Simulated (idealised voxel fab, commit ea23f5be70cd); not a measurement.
The document below concerns the process module designated voxel wiring stack.
Square cells of 5 nm make up the cross-section cut, whose width is 260 nm.
Think of the cross-section as a grid of square cells. We describe it in bands, top to bottom, and each band covers one or more rows of those cells.
Quick guide to a band line: top height, bottom height (nm) up front; then every material left to right with its width in nm. Only one material and it's marked "everywhere"? Then it fills the band edge to edge. And "blank" just means empty space.
Heights are reckoned from 0. Under this level, the received wafer is all of one material. The bottommost band is open-ended downward, for example "0 -> down".
Read "30..40" as a graded width: first number on top, second number at the bottom, same change between each pair of neighbouring rows.
When a step is marked "changes: none", none of the cells in the cross-section changed during that step.
Empty spaces without an open route to the top, at least 8 cells in extent, make up the entry "Tabulated closed voids"; each is given as width x height at distance, where the distance is measured from the left edge, and all are in nm.
The remark found on a step's line after its settings is issued by the simulator itself and pertains to that step.
overlay nm: step with mask; distance mask lay right of planned place; negative value = left of planned place.

# Steps planned for the process
1. RECEIVE [material Si]
2. CONFORMAL_DEP [material SiO2] [thk nm 5]
3. CONFORMAL_DEP [material SiCN] [thk nm 5]
4. DIRECTIONAL_DEP [material lowk] [thk nm 20]
5. MASKED_ETCH [tone open] [mask id METAL_1] [width nm 25] [pitch nm 50] [etch materials lowk] [depth nm 20] [overlay nm 0]
6. MASKED_ETCH [tone open] [mask id METAL_1] [width nm 25] [pitch nm 50] [etch materials SiCN] [depth nm 5] [overlay nm 0]
7. CONFORMAL_DEP [material TiN] [thk nm 5]
8. FILL_DEP [material Cu] [thk nm 10]
9. CMP [height nm 40]
10. CONFORMAL_DEP [material SiCN] [thk nm 5]
11. DIRECTIONAL_DEP [material lowk] [thk nm 15]
12. MASKED_ETCH [tone open] [mask id PLUG_1] [width nm 15] [pitch nm 100] [etch materials lowk] [depth nm 15] [overlay nm 0]
13. MASKED_ETCH [tone open] [mask id PLUG_1] [width nm 15] [pitch nm 100] [etch materials SiCN] [depth nm 5] [overlay nm 0]
14. EPI [material Ru] [thk nm 10]
15. EPI [material Ru] [thk nm 10]
16. CONFORMAL_DEP [material SiCN] [thk nm 5]
17. DIRECTIONAL_DEP [material SiO2] [thk nm 25]
18. DIRECTIONAL_DEP [material aC] [thk nm 15]
19. PATTERN [tone open] [mask id METAL_2] [material resist] [width nm 25] [pitch nm 50] [thk nm 30] [overlay nm 0]
20. DIRECTIONAL_ETCH [etch materials aC] [depth nm 15]
21. STRIP [etch materials resist]
22. DIRECTIONAL_ETCH [etch materials SiO2] [depth nm 25]
23. DIRECTIONAL_ETCH [etch materials SiCN] [depth nm 5]
24. STRIP [etch materials aC]
25. CONFORMAL_DEP [material TiN] [thk nm 5]
26. FILL_DEP [material Cu] [thk nm 5]
27. CMP [height nm 90]
28. CONFORMAL_DEP [material SiCN] [thk nm 5]
29. DIRECTIONAL_DEP [material SiO2] [thk nm 15]
30. DIRECTIONAL_DEP [material aC] [thk nm 15]
31. PATTERN [tone open] [mask id PLUG_2] [material resist] [width nm 15] [pitch nm 50] [thk nm 30] [overlay nm 0]
32. DIRECTIONAL_ETCH [etch materials aC] [depth nm 15]
33. STRIP [etch materials resist]
34. DIRECTIONAL_ETCH [etch materials SiO2] [depth nm 15]
35. DIRECTIONAL_ETCH [etch materials SiCN] [depth nm 5]
36. STRIP [etch materials aC]
37. CONFORMAL_DEP [material TiN] [thk nm 5]
38. FILL_DEP [material Cu] [thk nm 10]
39. CMP [height nm 110]
40. DIRECTIONAL_DEP [material TiN] [thk nm 5]
41. DIRECTIONAL_DEP [material Ru] [thk nm 20]
42. PATTERN [tone cover] [mask id METAL_3] [material resist] [width nm 25] [pitch nm 50] [thk nm 15] [overlay nm 0]
43. DIRECTIONAL_ETCH [etch materials Ru] [depth nm 20]
44. DIRECTIONAL_ETCH [etch materials TiN] [depth nm 5]
45. STRIP [etch materials resist]
46. FILL_DEP [material lowk] [thk nm 5]
47. CMP [height nm 135]
48. CONFORMAL_DEP [material SiCN] [thk nm 5]
49. DIRECTIONAL_DEP [material lowk] [thk nm 20]
50. MASKED_ETCH [tone open] [mask id PLUG_3] [width nm 15] [pitch nm 50] [etch materials lowk] [depth nm 20] [overlay nm 0]
51. MASKED_ETCH [tone open] [mask id PLUG_3] [width nm 15] [pitch nm 50] [etch materials SiCN] [depth nm 5] [overlay nm 0]
52. EPI [material Ru] [thk nm 10]
53. EPI [material Ru] [thk nm 10]
54. EPI [material Ru] [thk nm 5]
55. CONFORMAL_DEP [material SiCN] [thk nm 5]
56. DIRECTIONAL_DEP [material lowk] [thk nm 15]
57. PATTERN [tone open] [mask id METAL_4] [material resist] [width nm 25] [pitch nm 50] [thk nm 15] [overlay nm 0]
58. DIRECTIONAL_ETCH [etch materials lowk] [depth nm 15]
59. DIRECTIONAL_ETCH [etch materials SiCN] [depth nm 5]
60. STRIP [etch materials resist]
61. CONFORMAL_DEP [material TiN] [thk nm 5]
62. FILL_DEP [material Ru] [thk nm 5]
63. CMP [height nm 180]
64. CONFORMAL_DEP [material SiCN] [thk nm 5]
What sets these wafers apart? The thk nm at step 2. They all start alike, and the plan carries the first wafer's value.

# Received wafers, first of several: cross-section after step 1
	0 -> down: Si everywhere
	Tabulated closed voids: none

# The figure below presents a cross-section of the first of several wafers at the conclusion of the module, following its last step, step 64
	185 -> 180: SiCN everywhere
	180 -> 165: lowk=40 | TiN=5 | Ru=15 | TiN=5 | lowk=25 | TiN=5 | Ru=15 | TiN=5 | lowk=25 | TiN=5 | Ru=15 | TiN=5 | lowk=25 | TiN=5 | Ru=15 | TiN=5 | lowk=45
	165 -> 160: SiCN=40 | TiN=25 | SiCN=25 | TiN=25 | SiCN=25 | TiN=25 | SiCN=25 | TiN=25 | SiCN=45
	160 -> 140: lowk=40 | Ru=15 | lowk=35 | Ru=15 | lowk=35 | Ru=15 | lowk=35 | Ru=15 | lowk=55
	140 -> 135: SiCN=40 | Ru=15 | SiCN=35 | Ru=15 | SiCN=35 | Ru=15 | SiCN=35 | Ru=15 | SiCN=55
	135 -> 115: lowk=40 | Ru=25 | lowk=25 | Ru=25 | lowk=25 | Ru=25 | lowk=25 | Ru=25 | lowk=45
	115 -> 110: lowk=40 | TiN=25 | lowk=25 | TiN=25 | lowk=25 | TiN=25 | lowk=25 | TiN=25 | lowk=45
	110 -> 95: SiO2=40 | TiN=5 | Cu=5 | TiN=5 | SiO2=35 | TiN=5 | Cu=5 | TiN=5 | SiO2=35 | TiN=5 | Cu=5 | TiN=5 | SiO2=35 | TiN=5 | Cu=5 | TiN=5 | SiO2=55
	95 -> 90: SiCN=40 | TiN=15 | SiCN=35 | TiN=15 | SiCN=35 | TiN=15 | SiCN=35 | TiN=15 | SiCN=55
	90 -> 65: SiO2=40 | TiN=5 | Cu=15 | TiN=5 | SiO2=25 | TiN=5 | Cu=15 | TiN=5 | SiO2=25 | TiN=5 | Cu=15 | TiN=5 | SiO2=25 | TiN=5 | Cu=15 | TiN=5 | SiO2=45
	65 -> 60: SiCN=40 | TiN=25 | SiCN=25 | TiN=25 | SiCN=25 | TiN=25 | SiCN=25 | TiN=25 | SiCN=45
	60 -> 45: lowk=40 | Ru=15 | lowk=85 | Ru=15 | lowk=105
	45 -> 40: SiCN=40 | Ru=15 | SiCN=85 | Ru=15 | SiCN=105
	40 -> 35: Cu everywhere
	35 -> 30: TiN=45 | Cu=15 | TiN=35 | Cu=15 | TiN=35 | Cu=15 | TiN=35 | Cu=15 | TiN=50
	30 -> 10: lowk=40 | TiN=5 | Cu=15 | TiN=5 | lowk=25 | TiN=5 | Cu=15 | TiN=5 | lowk=25 | TiN=5 | Cu=15 | TiN=5 | lowk=25 | TiN=5 | Cu=15 | TiN=5 | lowk=45
	10 -> 5: SiCN=40 | TiN=25 | SiCN=25 | TiN=25 | SiCN=25 | TiN=25 | SiCN=25 | TiN=25 | SiCN=45
	5 -> 0: SiO2 everywhere
	0 -> down: Si everywhere
	Tabulated closed voids: none

# Cross-section of the final wafer among several, taken at the end of the module
	185 -> 180: SiCN everywhere
	180 -> 165: lowk=40 | TiN=5 | Ru=15 | TiN=5 | lowk=25 | TiN=5 | Ru=15 | TiN=5 | lowk=25 | TiN=5 | Ru=15 | TiN=5 | lowk=25 | TiN=5 | Ru=15 | TiN=5 | lowk=45
	165 -> 160: SiCN=40 | TiN=25 | SiCN=25 | TiN=25 | SiCN=25 | TiN=25 | SiCN=25 | TiN=25 | SiCN=45
	160 -> 140: lowk=40 | Ru=15 | lowk=35 | Ru=15 | lowk=35 | Ru=15 | lowk=35 | Ru=15 | lowk=55
	140 -> 135: SiCN=40 | Ru=15 | SiCN=35 | Ru=15 | SiCN=35 | Ru=15 | SiCN=35 | Ru=15 | SiCN=55
	135 -> 115: lowk=40 | Ru=25 | lowk=25 | Ru=25 | lowk=25 | Ru=25 | lowk=25 | Ru=25 | lowk=45
	115 -> 110: lowk=40 | TiN=25 | lowk=25 | TiN=25 | lowk=25 | TiN=25 | lowk=25 | TiN=25 | lowk=45
	110 -> 95: SiO2=40 | TiN=5 | Cu=5 | TiN=5 | SiO2=35 | TiN=5 | Cu=5 | TiN=5 | SiO2=35 | TiN=5 | Cu=5 | TiN=5 | SiO2=35 | TiN=5 | Cu=5 | TiN=5 | SiO2=55
	95 -> 90: SiCN=40 | TiN=15 | SiCN=35 | TiN=15 | SiCN=35 | TiN=15 | SiCN=35 | TiN=15 | SiCN=55
	90 -> 65: SiO2=40 | TiN=5 | Cu=15 | TiN=5 | SiO2=25 | TiN=5 | Cu=15 | TiN=5 | SiO2=25 | TiN=5 | Cu=15 | TiN=5 | SiO2=25 | TiN=5 | Cu=15 | TiN=5 | SiO2=45
	65 -> 60: SiCN=40 | TiN=25 | SiCN=25 | TiN=25 | SiCN=25 | TiN=25 | SiCN=25 | TiN=25 | SiCN=45
	60 -> 45: lowk=40 | Ru=15 | lowk=85 | Ru=15 | lowk=105
	45 -> 40: SiCN=40 | Ru=15 | SiCN=85 | Ru=15 | SiCN=105
	40 -> 35: lowk=40 | TiN=5 | Cu=15 | TiN=5 | lowk=25 | TiN=5 | Cu=15 | TiN=5 | lowk=25 | TiN=5 | Cu=15 | TiN=5 | lowk=25 | TiN=5 | Cu=15 | TiN=5 | lowk=45
	35 -> 30: SiCN=40 | TiN=25 | SiCN=25 | TiN=25 | SiCN=25 | TiN=25 | SiCN=25 | TiN=25 | SiCN=45
	30 -> 0: SiO2 everywhere
	0 -> down: Si everywhere
	Tabulated closed voids: none

# Row per wafer, end-of-module: cell gain (+)/loss (-) by material since the wafer came in, then closed voids
thk nm 5, +184 Cu, +200 Ru, +274 SiCN, +332 SiO2, +252 TiN, +682 lowk, Tabulated closed voids: none
thk nm 10, +132 Cu, +200 Ru, +274 SiCN, +384 SiO2, +252 TiN, +682 lowk, Tabulated closed voids: none
thk nm 15, +120 Cu, +200 Ru, +274 SiCN, +436 SiO2, +212 TiN, +682 lowk, Tabulated closed voids: none
thk nm 20, +108 Cu, +200 Ru, +274 SiCN, +488 SiO2, +204 TiN, +650 lowk, Tabulated closed voids: none
thk nm 25, +96 Cu, +200 Ru, +274 SiCN, +540 SiO2, +196 TiN, +618 lowk, Tabulated closed voids: none
thk nm 30, +84 Cu, +200 Ru, +274 SiCN, +592 SiO2, +188 TiN, +586 lowk, Tabulated closed voids: none
